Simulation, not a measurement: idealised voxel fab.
You're looking at the process module voxel wiring stack.
This is section cut - it's 195 nm across, gridded in 5 nm square cells.
A cross-section in this document is a grid of square cells, and it is written down as bands, the top band listed before the ones below it; a band is made up of one or more rows of cells. Top, bottom (nm), then materials left to right with widths (nm); lone material tagged "all across" fills the whole band edge to edge; "blank" = empty space. We count height from 0. Below that, the starting wafer is all one material. The lowest band never ends at the bottom but goes on down; see "z 0 and below" for how that is written. Width spec "30 to 40" -> top row of cells at first value, bottom row at second value, equal per-row change in between. You'll sometimes find "same as before" written for a step, and that's the way of saying that nowhere in the cross-section did a cell change during that step. "Sealed cavities": sealed empty spaces, 8 cells or more, no open way to top, listed width x height at distance, with distance from the left edge and width, height and distance in nm. Whatever follows a step's settings on its line is a remark the simulator itself makes about that step. Among the settings permitted on a step's line is "overlay nm"; applied to a step with a mask, it specifies the extent to which the mask lay to the right of its planned position, whereas a negative figure signifies a position to the left.

**Below is the list of planned process steps**
1: op RECEIVE | material Si
2: op CONFORMAL_DEP | material SiO2 | thk nm 15
3: op CONFORMAL_DEP | material SiN | thk nm 5
4: op DIRECTIONAL_DEP | material lowk | thk nm 25
5: op PATTERN | tone open | mask id METAL_1 | material resist | width nm 25 | pitch nm 45 | thk nm 20 | overlay nm 0
6: op DIRECTIONAL_ETCH | etch materials lowk | depth nm 25
7: op DIRECTIONAL_ETCH | etch materials SiN | depth nm 5
8: op STRIP | etch materials resist
9: op CONFORMAL_DEP | material TiN | thk nm 5
10: op FILL_DEP | material Cu | thk nm 5
11: op CMP | height nm 45
12: op CONFORMAL_DEP | material SiCN | thk nm 5
13: op DIRECTIONAL_DEP | material SiO2 | thk nm 10
14: op MASKED_ETCH | tone open | mask id PLUG_1 | width nm 15 | pitch nm 90 | etch materials SiO2 | depth nm 10 | overlay nm 0
15: op MASKED_ETCH | tone open | mask id PLUG_1 | width nm 15 | pitch nm 90 | etch materials SiCN | depth nm 5 | overlay nm 0
16: op EPI | material Ru | thk nm 10
17: op EPI | material Ru | thk nm 5
18: op CONFORMAL_DEP | material SiN | thk nm 5
19: op DIRECTIONAL_DEP | material lowk | thk nm 15
20: op PATTERN | tone open | mask id METAL_2 | material resist | width nm 25 | pitch nm 45 | thk nm 15 | overlay nm 0
21: op DIRECTIONAL_ETCH | etch materials lowk | depth nm 15
22: op DIRECTIONAL_ETCH | etch materials SiN | depth nm 5
23: op STRIP | etch materials resist
24: op CONFORMAL_DEP | material TiN | thk nm 5
25: op FILL_DEP | material Cu | thk nm 5
26: op CMP | height nm 80
27: op CONFORMAL_DEP | material SiCN | thk nm 5

**Below: the first of two wafers, run as planned**

**As received (post step 1): cross-section**
* z 0 and below  Si all across
* Sealed cavities: none

**Wafer after step 2 (cross-section)**
* z 15 to 0  SiO2 all across
* Everything under 0 stays put, no change at all.

**Wafer after step 3 (cross-section)**
* z 20 to 15  SiN all across
* Everything under 15 stays put, no change at all.

**Wafer after step 4 (cross-section)**
* z 45 to 20  lowk all across
* Everything under 20 stays put, no change at all.

**Wafer after step 5 (cross-section)**
* z 65 to 45  15 resist; 25 blank; 20 resist; 25 blank; 20 resist; 25 blank; 20 resist; 25 blank; 20 resist
* Everything under 45 stays put, no change at all.

**Wafer after step 6 (cross-section)**
* z 65 to 45  15 resist; 25 blank; 20 resist; 25 blank; 20 resist; 25 blank; 20 resist; 25 blank; 20 resist
* z 45 to 20  15 lowk; 25 blank; 20 lowk; 25 blank; 20 lowk; 25 blank; 20 lowk; 25 blank; 20 lowk
* Everything under 20 stays put, no change at all.

**Wafer after step 7 (cross-section)**
* z 65 to 45  15 resist; 25 blank; 20 resist; 25 blank; 20 resist; 25 blank; 20 resist; 25 blank; 20 resist
* z 45 to 20  15 lowk; 25 blank; 20 lowk; 25 blank; 20 lowk; 25 blank; 20 lowk; 25 blank; 20 lowk
* z 20 to 15  15 SiN; 25 blank; 20 SiN; 25 blank; 20 SiN; 25 blank; 20 SiN; 25 blank; 20 SiN
* Everything under 15 stays put, no change at all.

**Wafer after step 8 (cross-section)**
* z 45 to 20  15 lowk; 25 blank; 20 lowk; 25 blank; 20 lowk; 25 blank; 20 lowk; 25 blank; 20 lowk
* Everything under 20 stays put, no change at all.

**Wafer after step 9 (cross-section)**
* z 50 to 45  20 TiN; 15 blank; 30 TiN; 15 blank; 30 TiN; 15 blank; 30 TiN; 15 blank; 25 TiN
* z 45 to 20  15 lowk; 5 TiN; 15 blank; 5 TiN; 20 lowk; 5 TiN; 15 blank; 5 TiN; 20 lowk; 5 TiN; 15 blank; 5 TiN; 20 lowk; 5 TiN; 15 blank; 5 TiN; 20 lowk
* z 20 to 15  15 SiN; 25 TiN; 20 SiN; 25 TiN; 20 SiN; 25 TiN; 20 SiN; 25 TiN; 20 SiN
* Everything under 15 stays put, no change at all.

**Wafer after step 10 (cross-section)**
* z 55 to 50  Cu all across
* z 50 to 45  20 TiN; 15 Cu; 30 TiN; 15 Cu; 30 TiN; 15 Cu; 30 TiN; 15 Cu; 25 TiN
* z 45 to 20  15 lowk; 5 TiN; 15 Cu; 5 TiN; 20 lowk; 5 TiN; 15 Cu; 5 TiN; 20 lowk; 5 TiN; 15 Cu; 5 TiN; 20 lowk; 5 TiN; 15 Cu; 5 TiN; 20 lowk
* Everything under 20 stays put, no change at all.

**Wafer after step 11 (cross-section)**
* z 45 to 20  15 lowk; 5 TiN; 15 Cu; 5 TiN; 20 lowk; 5 TiN; 15 Cu; 5 TiN; 20 lowk; 5 TiN; 15 Cu; 5 TiN; 20 lowk; 5 TiN; 15 Cu; 5 TiN; 20 lowk
* Everything under 20 stays put, no change at all.

**Wafer after step 12 (cross-section)**
* z 50 to 45  SiCN all across
* Everything under 45 stays put, no change at all.

**Wafer after step 13 (cross-section)**
* z 60 to 50  SiO2 all across
* Everything under 50 stays put, no change at all.

**Wafer after step 14 (cross-section)**
* z 60 to 50  15 SiO2; 15 blank; 75 SiO2; 15 blank; 75 SiO2
* Everything under 50 stays put, no change at all.

**Wafer after step 15 (cross-section)**
* z 60 to 50  15 SiO2; 15 blank; 75 SiO2; 15 blank; 75 SiO2
* z 50 to 45  15 SiCN; 15 blank; 75 SiCN; 15 blank; 75 SiCN
* Everything under 45 stays put, no change at all.

**Wafer after step 16 (cross-section)**
* z 60 to 55  15 SiO2; 15 blank; 75 SiO2; 15 blank; 75 SiO2
* z 55 to 50  15 SiO2; 15 Ru; 75 SiO2; 15 Ru; 75 SiO2
* z 50 to 45  15 SiCN; 15 Ru; 75 SiCN; 15 Ru; 75 SiCN
* Everything under 45 stays put, no change at all.

**Wafer after step 17 (cross-section)**
* z 60 to 50  15 SiO2; 15 Ru; 75 SiO2; 15 Ru; 75 SiO2
* Everything under 50 stays put, no change at all.

**Wafer after step 18 (cross-section)**
* z 65 to 60  SiN all across
* Everything under 60 stays put, no change at all.

**Wafer after step 19 (cross-section)**
* z 80 to 65  lowk all across
* Everything under 65 stays put, no change at all.

**Wafer after step 20 (cross-section)**
* z 95 to 80  15 resist; 25 blank; 20 resist; 25 blank; 20 resist; 25 blank; 20 resist; 25 blank; 20 resist
* Everything under 80 stays put, no change at all.

**Wafer after step 21 (cross-section)**
* z 95 to 80  15 resist; 25 blank; 20 resist; 25 blank; 20 resist; 25 blank; 20 resist; 25 blank; 20 resist
* z 80 to 65  15 lowk; 25 blank; 20 lowk; 25 blank; 20 lowk; 25 blank; 20 lowk; 25 blank; 20 lowk
* Everything under 65 stays put, no change at all.

**Wafer after step 22 (cross-section)**
* z 95 to 80  15 resist; 25 blank; 20 resist; 25 blank; 20 resist; 25 blank; 20 resist; 25 blank; 20 resist
* z 80 to 65  15 lowk; 25 blank; 20 lowk; 25 blank; 20 lowk; 25 blank; 20 lowk; 25 blank; 20 lowk
* z 65 to 60  15 SiN; 25 blank; 20 SiN; 25 blank; 20 SiN; 25 blank; 20 SiN; 25 blank; 20 SiN
* Everything under 60 stays put, no change at all.

**Wafer after step 23 (cross-section)**
* z 80 to 65  15 lowk; 25 blank; 20 lowk; 25 blank; 20 lowk; 25 blank; 20 lowk; 25 blank; 20 lowk
* Everything under 65 stays put, no change at all.

**Wafer after step 24 (cross-section)**
* z 85 to 80  20 TiN; 15 blank; 30 TiN; 15 blank; 30 TiN; 15 blank; 30 TiN; 15 blank; 25 TiN
* z 80 to 65  15 lowk; 5 TiN; 15 blank; 5 TiN; 20 lowk; 5 TiN; 15 blank; 5 TiN; 20 lowk; 5 TiN; 15 blank; 5 TiN; 20 lowk; 5 TiN; 15 blank; 5 TiN; 20 lowk
* z 65 to 60  15 SiN; 25 TiN; 20 SiN; 25 TiN; 20 SiN; 25 TiN; 20 SiN; 25 TiN; 20 SiN
* Everything under 60 stays put, no change at all.

**Wafer after step 25 (cross-section)**
* z 90 to 85  Cu all across
* z 85 to 80  20 TiN; 15 Cu; 30 TiN; 15 Cu; 30 TiN; 15 Cu; 30 TiN; 15 Cu; 25 TiN
* z 80 to 65  15 lowk; 5 TiN; 15 Cu; 5 TiN; 20 lowk; 5 TiN; 15 Cu; 5 TiN; 20 lowk; 5 TiN; 15 Cu; 5 TiN; 20 lowk; 5 TiN; 15 Cu; 5 TiN; 20 lowk
* Everything under 65 stays put, no change at all.

**Wafer after step 26 (cross-section)**
* z 80 to 65  15 lowk; 5 TiN; 15 Cu; 5 TiN; 20 lowk; 5 TiN; 15 Cu; 5 TiN; 20 lowk; 5 TiN; 15 Cu; 5 TiN; 20 lowk; 5 TiN; 15 Cu; 5 TiN; 20 lowk
* Everything under 65 stays put, no change at all.

**Wafer after step 27 (cross-section)**
* z 85 to 80  SiCN all across
* Everything under 80 stays put, no change at all.

**Okay, second wafer. Nothing different at the start, nothing different in the plan, just one mistake somewhere in the running. As far as step 25, counting that step, it's the first wafer all over again**

**Cross-section, second wafer, at the end time the plan gives for step 26**
* z 70 to 65  15 lowk; 5 TiN; 15 Cu; 5 TiN; 20 lowk; 5 TiN; 15 Cu; 5 TiN; 20 lowk; 5 TiN; 15 Cu; 5 TiN; 20 lowk; 5 TiN; 15 Cu; 5 TiN; 20 lowk
* Everything under 65 stays put, no change at all.

**Cross-section, second wafer, at the end time the plan gives for step 27**
* z 75 to 70  SiCN all across
* Everything under 70 stays put, no change at all.
Nonconformance to the process plan: step 26 was processed under conditions differing from the plan, specifically as op CMP | height nm 70
Final difference in cells, second wafer against first, listed per material as more or fewer: 24 fewer of Cu | 16 fewer of TiN | 38 fewer of lowk
